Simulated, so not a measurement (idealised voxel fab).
Process module in this document: voxel spacer lines
We display cut, a cross-section 210 nm in width whose square cells are each 5 nm.
Notation: cross-section as square-cell grid; stated in bands, top first, going down; one or more cell rows per band.
Each band's line starts with the height of the band's top and of its bottom, in nm. Then come its materials from left to right, each with its width in nm. One material with "throughout" fills the band from edge to edge. "air" is empty space.
Heights are expressed relative to 0, this being the level below which the as-received wafer comprises one material exclusively. The lowest band is unbounded in the downward direction and is denoted as in "0 down".
Read "30->40" as a graded width: first number on top, second number at the bottom, same change between each pair of neighbouring rows.
Step marked "all unchanged"? Then no cell in the cross-section changed in it.
The entry "Closed void inventory" lists the empty spaces that cover at least 8 cells and have no open path to the top. Each is written as width x height at distance, where the distance is measured from the left edge and all three values are in nm.
If you see something after the settings on a step's line, that's the simulator's own remark about that step.
"overlay nm" denotes, for a step that has a mask, the displacement of the mask to the right of its planned place, with negative values corresponding to the left.
Note: before/after cross-section pairs follow, one process step per pair, after-side truncated at the lowest changed band, step and settings given beneath. Different runs of this module on the same starting wafer may supply the pairs; a pair continues the one above only where the "Pre-step snapshot" entry says so.
### Pre-step snapshot
  0 down = Si throughout
  Closed void inventory: none
### Post-Step Snapshot
  10 to 0 = Al2O3 throughout
  Under the height 0 nothing was changed.
  Closed void inventory: none
Step sandwiched between the two cross-sections above: CONFORMAL_DEP, material Al2O3, thk nm 10
Pre-step snapshot: look at the pair above, its after cross-section is where this step starts.
### Post-Step Snapshot
  20 to 10 = TiN throughout
  Under the height 10 nothing was changed.
  Closed void inventory: none
Step sandwiched between the two cross-sections above: DIRECTIONAL_DEP, material TiN, thk nm 10
Pre-step snapshot: look at the pair above, its after cross-section is where this step starts.
### Post-Step Snapshot
  50 to 20 = polySi throughout
  Under the height 20 nothing was changed.
  Closed void inventory: none
Step sandwiched between the two cross-sections above: DIRECTIONAL_DEP, material polySi, thk nm 30
Pre-step snapshot: look at the pair above, its after cross-section is where this step starts.
### Post-Step Snapshot
  90 to 50 = air (45) | resist (15) | air (35) | resist (15) | air (35) | resist (15) | air (50)
  Under the height 50 nothing was changed.
  Closed void inventory: none
Step sandwiched between the two cross-sections above: PATTERN, tone cover, mask id MANDREL, material resist, width nm 15, pitch nm 50, thk nm 40, overlay nm 0
Pre-step snapshot: look at the pair above, its after cross-section is where this step starts.
### Post-Step Snapshot
  90 to 50 = air (45) | resist (15) | air (35) | resist (15) | air (35) | resist (15) | air (50)
  50 to 20 = air (45) | polySi (15) | air (35) | polySi (15) | air (35) | polySi (15) | air (50)
  Under the height 20 nothing was changed.
  Closed void inventory: none
Step sandwiched between the two cross-sections above: DIRECTIONAL_ETCH, etch materials polySi, depth nm 30
Pre-step snapshot: look at the pair above, its after cross-section is where this step starts.
### Post-Step Snapshot
  50 to 20 = air (45) | polySi (15) | air (35) | polySi (15) | air (35) | polySi (15) | air (50)
  Under the height 20 nothing was changed.
  Closed void inventory: none
Step sandwiched between the two cross-sections above: STRIP, etch materials resist
Pre-step snapshot: look at the pair above, its after cross-section is where this step starts.
### Post-Step Snapshot
  60 to 50 = air (35) | SiO2 (35) | air (15) | SiO2 (35) | air (15) | SiO2 (35) | air (40)
  50 to 30 = air (35) | SiO2 (10) | polySi (15) | SiO2 (10) | air (15) | SiO2 (10) | polySi (15) | SiO2 (10) | air (15) | SiO2 (10) | polySi (15) | SiO2 (10) | air (40)
  30 to 20 = SiO2 (45) | polySi (15) | SiO2 (35) | polySi (15) | SiO2 (35) | polySi (15) | SiO2 (50)
  Under the height 20 nothing was changed.
  Closed void inventory: none
Step sandwiched between the two cross-sections above: CONFORMAL_DEP, material SiO2, thk nm 10
Pre-step snapshot: look at the pair above, its after cross-section is where this step starts.
### Post-Step Snapshot
  50 to 20 = air (35) | SiO2 (10) | polySi (15) | SiO2 (10) | air (15) | SiO2 (10) | polySi (15) | SiO2 (10) | air (15) | SiO2 (10) | polySi (15) | SiO2 (10) | air (40)
  Under the height 20 nothing was changed.
  Closed void inventory: none
Step sandwiched between the two cross-sections above: DIRECTIONAL_ETCH, etch materials SiO2, depth nm 10
Pre-step snapshot: look at the pair above, its after cross-section is where this step starts.
### Post-Step Snapshot
  50 to 20 = air (35) | SiO2 (10) | air (15) | SiO2 (10) | air (15) | SiO2 (10) | air (15) | SiO2 (10) | air (15) | SiO2 (10) | air (15) | SiO2 (10) | air (40)
  Under the height 20 nothing was changed.
  Closed void inventory: none
Step sandwiched between the two cross-sections above: STRIP, etch materials polySi
Pre-step snapshot: look at the pair above, its after cross-section is where this step starts.
### Post-Step Snapshot
  50 to 20 = air (35) | SiO2 (10) | air (15) | SiO2 (10) | air (15) | SiO2 (10) | air (15) | SiO2 (10) | air (15) | SiO2 (10) | air (15) | SiO2 (10) | air (40)
  20 to 10 = air (35) | TiN (10) | air (15) | TiN (10) | air (15) | TiN (10) | air (15) | TiN (10) | air (15) | TiN (10) | air (15) | TiN (10) | air (40)
  Under the height 10 nothing was changed.
  Closed void inventory: none
Step sandwiched between the two cross-sections above: DIRECTIONAL_ETCH, etch materials TiN, depth nm 10
Pre-step snapshot: look at the pair above, its after cross-section is where this step starts.
### Post-Step Snapshot
  20 to 10 = air (35) | TiN (10) | air (15) | TiN (10) | air (15) | TiN (10) | air (15) | TiN (10) | air (15) | TiN (10) | air (15) | TiN (10) | air (40)
  Under the height 10 nothing was changed.
  Closed void inventory: none
Step sandwiched between the two cross-sections above: STRIP, etch materials SiO2
### Pre-step snapshot
  0 down = Si throughout
  Closed void inventory: none
### Post-Step Snapshot
  10 to 0 = TiN throughout
  Under the height 0 nothing was changed.
  Closed void inventory: none
Step sandwiched between the two cross-sections above: DIRECTIONAL_DEP, material TiN, thk nm 10
Pre-step snapshot: look at the pair above, its after cross-section is where this step starts.
### Post-Step Snapshot
  40 to 10 = polySi throughout
  Under the height 10 nothing was changed.
  Closed void inventory: none
Step sandwiched between the two cross-sections above: DIRECTIONAL_DEP, material polySi, thk nm 30
Pre-step snapshot: look at the pair above, its after cross-section is where this step starts.
### Post-Step Snapshot
  80 to 40 = air (45) | resist (15) | air (35) | resist (15) | air (35) | resist (15) | air (50)
  Under the height 40 nothing was changed.
  Closed void inventory: none
Step sandwiched between the two cross-sections above: PATTERN, tone cover, mask id MANDREL, material resist, width nm 15, pitch nm 50, thk nm 40, overlay nm 0
Pre-step snapshot: look at the pair above, its after cross-section is where this step starts.
### Post-Step Snapshot
  80 to 40 = air (45) | resist (15) | air (35) | resist (15) | air (35) | resist (15) | air (50)
  40 to 10 = air (45) | polySi (15) | air (35) | polySi (15) | air (35) | polySi (15) | air (50)
  Under the height 10 nothing was changed.
  Closed void inventory: none
Step sandwiched between the two cross-sections above: DIRECTIONAL_ETCH, etch materials polySi, depth nm 30
Pre-step snapshot: look at the pair above, its after cross-section is where this step starts.
### Post-Step Snapshot
  40 to 10 = air (45) | polySi (15) | air (35) | polySi (15) | air (35) | polySi (15) | air (50)
  Under the height 10 nothing was changed.
  Closed void inventory: none
Step sandwiched between the two cross-sections above: STRIP, etch materials resist
Pre-step snapshot: look at the pair above, its after cross-section is where this step starts.
### Post-Step Snapshot
  50 to 40 = air (35) | SiO2 (35) | air (15) | SiO2 (35) | air (15) | SiO2 (35) | air (40)
  40 to 20 = air (35) | SiO2 (10) | polySi (15) | SiO2 (10) | air (15) | SiO2 (10) | polySi (15) | SiO2 (10) | air (15) | SiO2 (10) | polySi (15) | SiO2 (10) | air (40)
  20 to 10 = SiO2 (45) | polySi (15) | SiO2 (35) | polySi (15) | SiO2 (35) | polySi (15) | SiO2 (50)
  Under the height 10 nothing was changed.
  Closed void inventory: none
Step sandwiched between the two cross-sections above: CONFORMAL_DEP, material SiO2, thk nm 10
Pre-step snapshot: look at the pair above, its after cross-section is where this step starts.
### Post-Step Snapshot
  40 to 10 = air (35) | SiO2 (10) | polySi (15) | SiO2 (10) | air (15) | SiO2 (10) | polySi (15) | SiO2 (10) | air (15) | SiO2 (10) | polySi (15) | SiO2 (10) | air (40)
  Under the height 10 nothing was changed.
  Closed void inventory: none
Step sandwiched between the two cross-sections above: DIRECTIONAL_ETCH, etch materials SiO2, depth nm 10
Pre-step snapshot: look at the pair above, its after cross-section is where this step starts.
### Post-Step Snapshot
  40 to 10 = air (35) | SiO2 (10) | air (15) | SiO2 (10) | air (15) | SiO2 (10) | air (15) | SiO2 (10) | air (15) | SiO2 (10) | air (15) | SiO2 (10) | air (40)
  Under the height 10 nothing was changed.
  Closed void inventory: none
Step sandwiched between the two cross-sections above: STRIP, etch materials polySi
Pre-step snapshot: look at the pair above, its after cross-section is where this step starts.
### Post-Step Snapshot
  40 to 10 = air (35) | SiO2 (10) | air (15) | SiO2 (10) | air (15) | SiO2 (10) | air (15) | SiO2 (10) | air (15) | SiO2 (10) | air (15) | SiO2 (10) | air (40)
  10 to 0 = air (35) | TiN (10) | air (15) | TiN (10) | air (15) | TiN (10) | air (15) | TiN (10) | air (15) | TiN (10) | air (15) | TiN (10) | air (40)
  Under the height 0 nothing was changed.
  Closed void inventory: none
Step sandwiched between the two cross-sections above: DIRECTIONAL_ETCH, etch materials TiN, depth nm 10
Pre-step snapshot: look at the pair above, its after cross-section is where this step starts.
### Post-Step Snapshot
  10 to 0 = air (35) | TiN (10) | air (15) | TiN (10) | air (15) | TiN (10) | air (15) | TiN (10) | air (15) | TiN (10) | air (15) | TiN (10) | air (40)
  Under the height 0 nothing was changed.
  Closed void inventory: none
Step sandwiched between the two cross-sections above: STRIP, etch materials SiO2
### Pre-step snapshot
  50 to 20 = air (35) | SiO2 (10) | polySi (15) | SiO2 (10) | air (15) | SiO2 (10) | polySi (15) | SiO2 (10) | air (15) | SiO2 (10) | polySi (15) | SiO2 (10) | air (40)
  20 to 10 = TiN throughout
  10 to 0 = Al2O3 throughout
  0 down = Si throughout
  Closed void inventory: none
### Post-Step Snapshot
  50 to 40 = air (45) | polySi (15) | air (35) | polySi (15) | air (35) | polySi (15) | air (50)
  Under the height 40 nothing was changed.
  Closed void inventory: none
Step sandwiched between the two cross-sections above: DIRECTIONAL_ETCH, etch materials SiO2, depth nm 10
Pre-step snapshot: look at the pair above, its after cross-section is where this step starts.
### Post-Step Snapshot
  40 to 20 = air (35) | SiO2 (10) | air (15) | SiO2 (10) | air (15) | SiO2 (10) | air (15) | SiO2 (10) | air (15) | SiO2 (10) | air (15) | SiO2 (10) | air (40)
  Under the height 20 nothing was changed.
  Closed void inventory: none
Step sandwiched between the two cross-sections above: STRIP, etch materials polySi
Pre-step snapshot: look at the pair above, its after cross-section is where this step starts.
### Post-Step Snapshot
  40 to 20 = air (35) | SiO2 (10) | air (15) | SiO2 (10) | air (15) | SiO2 (10) | air (15) | SiO2 (10) | air (15) | SiO2 (10) | air (15) | SiO2 (10) | air (40)
  20 to 10 = air (35) | TiN (10) | air (15) | TiN (10) | air (15) | TiN (10) | air (15) | TiN (10) | air (15) | TiN (10) | air (15) | TiN (10) | air (40)
  Under the height 10 nothing was changed.
  Closed void inventory: none
Step sandwiched between the two cross-sections above: DIRECTIONAL_ETCH, etch materials TiN, depth nm 10
Pre-step snapshot: look at the pair above, its after cross-section is where this step starts.
### Post-Step Snapshot
  20 to 10 = air (35) | TiN (10) | air (15) | TiN (10) | air (15) | TiN (10) | air (15) | TiN (10) | air (15) | TiN (10) | air (15) | TiN (10) | air (40)
  Under the height 10 nothing was changed.
  Closed void inventory: none
Step sandwiched between the two cross-sections above: STRIP, etch materials SiO2
### Pre-step snapshot
  50 to 20 = air (35) | SiO2 (10) | polySi (15) | SiO2 (10) | air (15) | SiO2 (10) | polySi (15) | SiO2 (10) | air (15) | SiO2 (10) | polySi (15) | SiO2 (10) | air (40)
  20 to 10 = TiN throughout
  10 to 0 = Al2O3 throughout
  0 down = Si throughout
  Closed void inventory: none
### Post-Step Snapshot
  50 to 20 = air (35) | SiO2 (10) | polySi (15) | SiO2 (10) | air (15) | SiO2 (10) | polySi (15) | SiO2 (10) | air (15) | SiO2 (10) | polySi (15) | SiO2 (10) | air (40)
  20 to 10 = air (35) | TiN (35) | air (15) | TiN (35) | air (15) | TiN (35) | air (40)
  Under the height 10 nothing was changed.
  Closed void inventory: none
Step sandwiched between the two cross-sections above: DIRECTIONAL_ETCH, etch materials TiN, depth nm 10
Pre-step snapshot: look at the pair above, its after cross-section is where this step starts.
### Post-Step Snapshot
  50 to 20 = air (35) | SiO2 (10) | air (15) | SiO2 (10) | air (15) | SiO2 (10) | air (15) | SiO2 (10) | air (15) | SiO2 (10) | air (15) | SiO2 (10) | air (40)
  Under the height 20 nothing was changed.
  Closed void inventory: none
Step sandwiched between the two cross-sections above: STRIP, etch materials polySi
Pre-step snapshot: look at the pair above, its after cross-section is where this step starts.
### Post-Step Snapshot
  20 to 10 = air (35) | TiN (35) | air (15) | TiN (35) | air (15) | TiN (35) | air (40)
  Under the height 10 nothing was changed.
  Closed void inventory: none
Step sandwiched between the two cross-sections above: STRIP, etch materials SiO2
### Pre-step snapshot
  10 to 0 = Al2O3 throughout
  0 down = Si throughout
  Closed void inventory: none
### Post-Step Snapshot
  25 to 10 = TiN throughout
  Under the height 10 nothing was changed.
  Closed void inventory: none
Step sandwiched between the two cross-sections above: DIRECTIONAL_DEP, material TiN, thk nm 15
Pre-step snapshot: look at the pair above, its after cross-section is where this step starts.
### Post-Step Snapshot
  55 to 25 = polySi throughout
  Under the height 25 nothing was changed.
  Closed void inventory: none
Step sandwiched between the two cross-sections above: DIRECTIONAL_DEP, material polySi, thk nm 30
Pre-step snapshot: look at the pair above, its after cross-section is where this step starts.
### Post-Step Snapshot
  95 to 55 = air (45) | resist (15) | air (35) | resist (15) | air (35) | resist (15) | air (50)
  Under the height 55 nothing was changed.
  Closed void inventory: none
Step sandwiched between the two cross-sections above: PATTERN, tone cover, mask id MANDREL, material resist, width nm 15, pitch nm 50, thk nm 40, overlay nm 0
Pre-step snapshot: look at the pair above, its after cross-section is where this step starts.
### Post-Step Snapshot
  95 to 55 = air (45) | resist (15) | air (35) | resist (15) | air (35) | resist (15) | air (50)
  55 to 25 = air (45) | polySi (15) | air (35) | polySi (15) | air (35) | polySi (15) | air (50)
  Under the height 25 nothing was changed.
  Closed void inventory: none
Step sandwiched between the two cross-sections above: DIRECTIONAL_ETCH, etch materials polySi, depth nm 30
Pre-step snapshot: look at the pair above, its after cross-section is where this step starts.
### Post-Step Snapshot
  55 to 25 = air (45) | polySi (15) | air (35) | polySi (15) | air (35) | polySi (15) | air (50)
  Under the height 25 nothing was changed.
  Closed void inventory: none
Step sandwiched between the two cross-sections above: STRIP, etch materials resist
Pre-step snapshot: look at the pair above, its after cross-section is where this step starts.
### Post-Step Snapshot
  65 to 55 = air (35) | SiO2 (35) | air (15) | SiO2 (35) | air (15) | SiO2 (35) | air (40)
  55 to 35 = air (35) | SiO2 (10) | polySi (15) | SiO2 (10) | air (15) | SiO2 (10) | polySi (15) | SiO2 (10) | air (15) | SiO2 (10) | polySi (15) | SiO2 (10) | air (40)
  35 to 25 = SiO2 (45) | polySi (15) | SiO2 (35) | polySi (15) | SiO2 (35) | polySi (15) | SiO2 (50)
  Under the height 25 nothing was changed.
  Closed void inventory: none
Step sandwiched between the two cross-sections above: CONFORMAL_DEP, material SiO2, thk nm 10
Pre-step snapshot: look at the pair above, its after cross-section is where this step starts.
### Post-Step Snapshot
  55 to 25 = air (35) | SiO2 (10) | polySi (15) | SiO2 (10) | air (15) | SiO2 (10) | polySi (15) | SiO2 (10) | air (15) | SiO2 (10) | polySi (15) | SiO2 (10) | air (40)
  Under the height 25 nothing was changed.
  Closed void inventory: none
Step sandwiched between the two cross-sections above: DIRECTIONAL_ETCH, etch materials SiO2, depth nm 10
Pre-step snapshot: look at the pair above, its after cross-section is where this step starts.
### Post-Step Snapshot
  55 to 25 = air (35) | SiO2 (10) | air (15) | SiO2 (10) | air (15) | SiO2 (10) | air (15) | SiO2 (10) | air (15) | SiO2 (10) | air (15) | SiO2 (10) | air (40)
  Under the height 25 nothing was changed.
  Closed void inventory: none
Step sandwiched between the two cross-sections above: STRIP, etch materials polySi
Pre-step snapshot: look at the pair above, its after cross-section is where this step starts.
### Post-Step Snapshot
  55 to 25 = air (35) | SiO2 (10) | air (15) | SiO2 (10) | air (15) | SiO2 (10) | air (15) | SiO2 (10) | air (15) | SiO2 (10) | air (15) | SiO2 (10) | air (40)
  25 to 15 = air (35) | TiN (10) | air (15) | TiN (10) | air (15) | TiN (10) | air (15) | TiN (10) | air (15) | TiN (10) | air (15) | TiN (10) | air (40)
  Under the height 15 nothing was changed.
  Closed void inventory: none
Step sandwiched between the two cross-sections above: DIRECTIONAL_ETCH, etch materials TiN, depth nm 10
Pre-step snapshot: look at the pair above, its after cross-section is where this step starts.
### Post-Step Snapshot
  25 to 15 = air (35) | TiN (10) | air (15) | TiN (10) | air (15) | TiN (10) | air (15) | TiN (10) | air (15) | TiN (10) | air (15) | TiN (10) | air (40)
  Under the height 15 nothing was changed.
  Closed void inventory: none
Step sandwiched between the two cross-sections above: STRIP, etch materials SiO2
### Pre-step snapshot
  50 to 20 = polySi throughout
  20 to 10 = TiN throughout
  10 to 0 = Al2O3 throughout
  0 down = Si throughout
  Closed void inventory: none
### Post-Step Snapshot
  90 to 50 = air (40) | resist (25) | air (25) | resist (25) | air (25) | resist (25) | air (45)
  Under the height 50 nothing was changed.
  Closed void inventory: none
Step sandwiched between the two cross-sections above: PATTERN, tone cover, mask id MANDREL, material resist, width nm 25, pitch nm 50, thk nm 40, overlay nm 0
Pre-step snapshot: look at the pair above, its after cross-section is where this step starts.
### Post-Step Snapshot
  90 to 50 = air (40) | resist (25) | air (25) | resist (25) | air (25) | resist (25) | air (45)
  50 to 20 = air (40) | polySi (25) | air (25) | polySi (25) | air (25) | polySi (25) | air (45)
  Under the height 20 nothing was changed.
  Closed void inventory: none
Step sandwiched between the two cross-sections above: DIRECTIONAL_ETCH, etch materials polySi, depth nm 30
Pre-step snapshot: look at the pair above, its after cross-section is where this step starts.
### Post-Step Snapshot
  50 to 20 = air (40) | polySi (25) | air (25) | polySi (25) | air (25) | polySi (25) | air (45)
  Under the height 20 nothing was changed.
  Closed void inventory: none
Step sandwiched between the two cross-sections above: STRIP, etch materials resist
Pre-step snapshot: look at the pair above, its after cross-section is where this step starts.
### Post-Step Snapshot
  60 to 50 = air (30) | SiO2 (45) | air (5) | SiO2 (45) | air (5) | SiO2 (45) | air (35)
  50 to 30 = air (30) | SiO2 (10) | polySi (25) | SiO2 (10) | air (5) | SiO2 (10) | polySi (25) | SiO2 (10) | air (5) | SiO2 (10) | polySi (25) | SiO2 (10) | air (35)
  30 to 20 = SiO2 (40) | polySi (25) | SiO2 (25) | polySi (25) | SiO2 (25) | polySi (25) | SiO2 (45)
  Under the height 20 nothing was changed.
  Closed void inventory: none
Step sandwiched between the two cross-sections above: CONFORMAL_DEP, material SiO2, thk nm 10
Pre-step snapshot: look at the pair above, its after cross-section is where this step starts.
### Post-Step Snapshot
  50 to 20 = air (30) | SiO2 (10) | polySi (25) | SiO2 (10) | air (5) | SiO2 (10) | polySi (25) | SiO2 (10) | air (5) | SiO2 (10) | polySi (25) | SiO2 (10) | air (35)
  Under the height 20 nothing was changed.
  Closed void inventory: none
Step sandwiched between the two cross-sections above: DIRECTIONAL_ETCH, etch materials SiO2, depth nm 10
Pre-step snapshot: look at the pair above, its after cross-section is where this step starts.
### Post-Step Snapshot
  50 to 20 = air (30) | SiO2 (10) | air (25) | SiO2 (10) | air (5) | SiO2 (10) | air (25) | SiO2 (10) | air (5) | SiO2 (10) | air (25) | SiO2 (10) | air (35)
  Under the height 20 nothing was changed.
  Closed void inventory: none
Step sandwiched between the two cross-sections above: STRIP, etch materials polySi
Pre-step snapshot: look at the pair above, its after cross-section is where this step starts.
### Post-Step Snapshot
  50 to 20 = air (30) | SiO2 (10) | air (25) | SiO2 (10) | air (5) | SiO2 (10) | air (25) | SiO2 (10) | air (5) | SiO2 (10) | air (25) | SiO2 (10) | air (35)
  20 to 10 = air (30) | TiN (10) | air (25) | TiN (10) | air (5) | TiN (10) | air (25) | TiN (10) | air (5) | TiN (10) | air (25) | TiN (10) | air (35)
  Under the height 10 nothing was changed.
  Closed void inventory: none
Step sandwiched between the two cross-sections above: DIRECTIONAL_ETCH, etch materials TiN, depth nm 10
Pre-step snapshot: look at the pair above, its after cross-section is where this step starts.
### Post-Step Snapshot
  20 to 10 = air (30) | TiN (10) | air (25) | TiN (10) | air (5) | TiN (10) | air (25) | TiN (10) | air (5) | TiN (10) | air (25) | TiN (10) | air (35)
  Under the height 10 nothing was changed.
  Closed void inventory: none
Step sandwiched between the two cross-sections above: STRIP, etch materials SiO2
### Pre-step snapshot
  50 to 20 = polySi throughout
  20 to 10 = TiN throughout
  10 to 0 = Al2O3 throughout
  0 down = Si throughout
  Closed void inventory: none
### Post-Step Snapshot
  90 to 50 = air (50) | resist (15) | air (35) | resist (15) | air (35) | resist (15) | air (45)
  Under the height 50 nothing was changed.
  Closed void inventory: none
Step sandwiched between the two cross-sections above: PATTERN, tone cover, mask id MANDREL, material resist, width nm 15, pitch nm 50, thk nm 40, overlay nm 5
Pre-step snapshot: look at the pair above, its after cross-section is where this step starts.
### Post-Step Snapshot
  90 to 50 = air (50) | resist (15) | air (35) | resist (15) | air (35) | resist (15) | air (45)
  50 to 20 = air (50) | polySi (15) | air (35) | polySi (15) | air (35) | polySi (15) | air (45)
  Under the height 20 nothing was changed.
  Closed void inventory: none
Step sandwiched between the two cross-sections above: DIRECTIONAL_ETCH, etch materials polySi, depth nm 30
Pre-step snapshot: look at the pair above, its after cross-section is where this step starts.
### Post-Step Snapshot
  50 to 20 = air (50) | polySi (15) | air (35) | polySi (15) | air (35) | polySi (15) | air (45)
  Under the height 20 nothing was changed.
  Closed void inventory: none
Step sandwiched between the two cross-sections above: STRIP, etch materials resist
Pre-step snapshot: look at the pair above, its after cross-section is where this step starts.
### Post-Step Snapshot
  60 to 50 = air (40) | SiO2 (35) | air (15) | SiO2 (35) | air (15) | SiO2 (35) | air (35)
  50 to 30 = air (40) | SiO2 (10) | polySi (15) | SiO2 (10) | air (15) | SiO2 (10) | polySi (15) | SiO2 (10) | air (15) | SiO2 (10) | polySi (15) | SiO2 (10) | air (35)
  30 to 20 = SiO2 (50) | polySi (15) | SiO2 (35) | polySi (15) | SiO2 (35) | polySi (15) | SiO2 (45)
  Under the height 20 nothing was changed.
  Closed void inventory: none
Step sandwiched between the two cross-sections above: CONFORMAL_DEP, material SiO2, thk nm 10
Pre-step snapshot: look at the pair above, its after cross-section is where this step starts.
### Post-Step Snapshot
  50 to 20 = air (40) | SiO2 (10) | polySi (15) | SiO2 (10) | air (15) | SiO2 (10) | polySi (15) | SiO2 (10) | air (15) | SiO2 (10) | polySi (15) | SiO2 (10) | air (35)
  Under the height 20 nothing was changed.
  Closed void inventory: none
Step sandwiched between the two cross-sections above: DIRECTIONAL_ETCH, etch materials SiO2, depth nm 10
Pre-step snapshot: look at the pair above, its after cross-section is where this step starts.
### Post-Step Snapshot
  50 to 20 = air (40) | SiO2 (10) | air (15) | SiO2 (10) | air (15) | SiO2 (10) | air (15) | SiO2 (10) | air (15) | SiO2 (10) | air (15) | SiO2 (10) | air (35)
  Under the height 20 nothing was changed.
  Closed void inventory: none
Step sandwiched between the two cross-sections above: STRIP, etch materials polySi
Pre-step snapshot: look at the pair above, its after cross-section is where this step starts.
### Post-Step Snapshot
  50 to 20 = air (40) | SiO2 (10) | air (15) | SiO2 (10) | air (15) | SiO2 (10) | air (15) | SiO2 (10) | air (15) | SiO2 (10) | air (15) | SiO2 (10) | air (35)
  20 to 10 = air (40) | TiN (10) | air (15) | TiN (10) | air (15) | TiN (10) | air (15) | TiN (10) | air (15) | TiN (10) | air (15) | TiN (10) | air (35)
  Under the height 10 nothing was changed.
  Closed void inventory: none
Step sandwiched between the two cross-sections above: DIRECTIONAL_ETCH, etch materials TiN, depth nm 10
Pre-step snapshot: look at the pair above, its after cross-section is where this step starts.
### Post-Step Snapshot
  20 to 10 = air (40) | TiN (10) | air (15) | TiN (10) | air (15) | TiN (10) | air (15) | TiN (10) | air (15) | TiN (10) | air (15) | TiN (10) | air (35)
  Under the height 10 nothing was changed.
  Closed void inventory: none
Step sandwiched between the two cross-sections above: STRIP, etch materials SiO2
### Pre-step snapshot
  50 to 20 = air (35) | SiO2 (10) | polySi (15) | SiO2 (10) | air (15) | SiO2 (10) | polySi (15) | SiO2 (10) | air (15) | SiO2 (10) | polySi (15) | SiO2 (10) | air (40)
  20 to 10 = TiN throughout
  10 to 0 = Al2O3 throughout
  0 down = Si throughout
  Closed void inventory: none
### Post-Step Snapshot
  50 to 20 = air (45) | polySi (15) | air (35) | polySi (15) | air (35) | polySi (15) | air (50)
  Under the height 20 nothing was changed.
  Closed void inventory: none
Step sandwiched between the two cross-sections above: STRIP, etch materials SiO2
Pre-step snapshot: look at the pair above, its after cross-section is where this step starts.
### Post-Step Snapshot
  50 to 20 = air (45) | polySi (15) | air (35) | polySi (15) | air (35) | polySi (15) | air (50)
  20 to 10 = air (45) | TiN (15) | air (35) | TiN (15) | air (35) | TiN (15) | air (50)
  Under the height 10 nothing was changed.
  Closed void inventory: none
Step sandwiched between the two cross-sections above: DIRECTIONAL_ETCH, etch materials TiN, depth nm 10
### Pre-step snapshot
  50 to 20 = polySi throughout
  20 to 10 = TiN throughout
  10 to 0 = Al2O3 throughout
  0 down = Si throughout
  Closed void inventory: none
### Post-Step Snapshot
  90 to 50 = resist (45) | air (15) | resist (35) | air (15) | resist (35) | air (15) | resist (50)
  Under the height 50 nothing was changed.
  Closed void inventory: none
Step sandwiched between the two cross-sections above: PATTERN, tone open, mask id MANDREL, material resist, width nm 15, pitch nm 50, thk nm 40, overlay nm 0
Pre-step snapshot: look at the pair above, its after cross-section is where this step starts.
### Post-Step Snapshot
  90 to 50 = resist (45) | air (15) | resist (35) | air (15) | resist (35) | air (15) | resist (50)
  50 to 20 = polySi (45) | air (15) | polySi (35) | air (15) | polySi (35) | air (15) | polySi (50)
  Under the height 20 nothing was changed.
  Closed void inventory: none
Step sandwiched between the two cross-sections above: DIRECTIONAL_ETCH, etch materials polySi, depth nm 30
Pre-step snapshot: look at the pair above, its after cross-section is where this step starts.
### Post-Step Snapshot
  50 to 20 = polySi (45) | air (15) | polySi (35) | air (15) | polySi (35) | air (15) | polySi (50)
  Under the height 20 nothing was changed.
  Closed void inventory: none
Step sandwiched between the two cross-sections above: STRIP, etch materials resist
Pre-step snapshot: look at the pair above, its after cross-section is where this step starts.
### Post-Step Snapshot
  60 to 50 = SiO2 throughout
  50 to 20 = polySi (45) | SiO2 (15) | polySi (35) | SiO2 (15) | polySi (35) | SiO2 (15) | polySi (50)
  Under the height 20 nothing was changed.
  Closed void inventory: none
Step sandwiched between the two cross-sections above: CONFORMAL_DEP, material SiO2, thk nm 10
Pre-step snapshot: look at the pair above, its after cross-section is where this step starts.
### Post-Step Snapshot
  50 to 20 = polySi (45) | SiO2 (15) | polySi (35) | SiO2 (15) | polySi (35) | SiO2 (15) | polySi (50)
  Under the height 20 nothing was changed.
  Closed void inventory: none
Step sandwiched between the two cross-sections above: DIRECTIONAL_ETCH, etch materials SiO2, depth nm 10
Pre-step snapshot: look at the pair above, its after cross-section is where this step starts.
### Post-Step Snapshot
  50 to 20 = air (45) | SiO2 (15) | air (35) | SiO2 (15) | air (35) | SiO2 (15) | air (50)
  Under the height 20 nothing was changed.
  Closed void inventory: none
Step sandwiched between the two cross-sections above: STRIP, etch materials polySi
Pre-step snapshot: look at the pair above, its after cross-section is where this step starts.
### Post-Step Snapshot
  50 to 20 = air (45) | SiO2 (15) | air (35) | SiO2 (15) | air (35) | SiO2 (15) | air (50)
  20 to 10 = air (45) | TiN (15) | air (35) | TiN (15) | air (35) | TiN (15) | air (50)
  Under the height 10 nothing was changed.
  Closed void inventory: none
Step sandwiched between the two cross-sections above: DIRECTIONAL_ETCH, etch materials TiN, depth nm 10
Pre-step snapshot: look at the pair above, its after cross-section is where this step starts.
### Post-Step Snapshot
  20 to 10 = air (45) | TiN (15) | air (35) | TiN (15) | air (35) | TiN (15) | air (50)
  Under the height 10 nothing was changed.
  Closed void inventory: none
Step sandwiched between the two cross-sections above: STRIP, etch materials SiO2
